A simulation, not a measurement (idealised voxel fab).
Name of the process module below: voxel spacer lines
It is cross-section cut that appears here, measuring 220 nm in width, its square cells being 5 nm in size.
Just so we're on the same page, the cross-sections are grids of square cells, and they're listed out in bands top to bottom, each band one or more rows deep. It is stipulated that each band's entry specify, in nanometres, the height of the top of the band and then that of its bottom, followed by the materials of the band in left-to-right sequence, each together with its width in nanometres. A single material marked by the word "throughout" is understood to fill the band from edge to edge; the word "blank" is understood to denote empty space. The level at which height equals 0 is the one under which the wafer, as it arrives, is entirely one material. No lower edge exists for the bottom band, which continues downward and is notated as in "z 0 and below". When a width is written as two numbers, as in "30 to 40", the first number is the width in the top row of cells of the band and the second is the width in its bottom row, and the width changes by the same amount from each row to the next. Where the words "no alterations made" appear for a step, the cross-section shows no cell changed by that step; every cell remained as before. So "Enclosed internal cavities" is basically the list of trapped voids: any empty space of 8 cells or more that can't reach the top through an opening. They're written width x height at distance, the distance being from the left edge, and it's all nm. On a step's line, text after the settings is the simulator commenting on that step. overlay nm: how far to the right of its planned place the mask lay on this masked step (negative: to the left).
### Steps in the process plan
| 1 | RECEIVE,material Si |
| 2 | CONFORMAL_DEP,material Al2O3,thk nm 5 |
| 3 | DIRECTIONAL_DEP,material polySi,thk nm 10 |
| 4 | DIRECTIONAL_DEP,material aC,thk nm 25 |
| 5 | PATTERN,tone cover,mask id MANDREL,material resist,width nm 25,pitch nm 80,thk nm 35,overlay nm 0 |
| 6 | DIRECTIONAL_ETCH,etch materials aC,depth nm 25 |
| 7 | STRIP,etch materials resist |
| 8 | CONFORMAL_DEP,material SiN,thk nm 15 |
| 9 | DIRECTIONAL_ETCH,etch materials SiN,depth nm 15 |
| 10 | STRIP,etch materials aC |
| 11 | DIRECTIONAL_ETCH,etch materials polySi,depth nm 10 |
| 12 | STRIP,etch materials SiN |
### Shown in cross-section is the wafer as received, that is, as it stands after step 1
z 0 and below  Si throughout
Enclosed internal cavities: none
### a wafer at the end: this start, this plan, one mistake
z 30 to 5  aC throughout
z 5 to 0  Al2O3 throughout
z 0 and below  Si throughout
Enclosed internal cavities: none
In executing the process, a mistake was made relative to the plan: so 3 and 4 got swapped relative to the plan, each ran where the other was supposed to
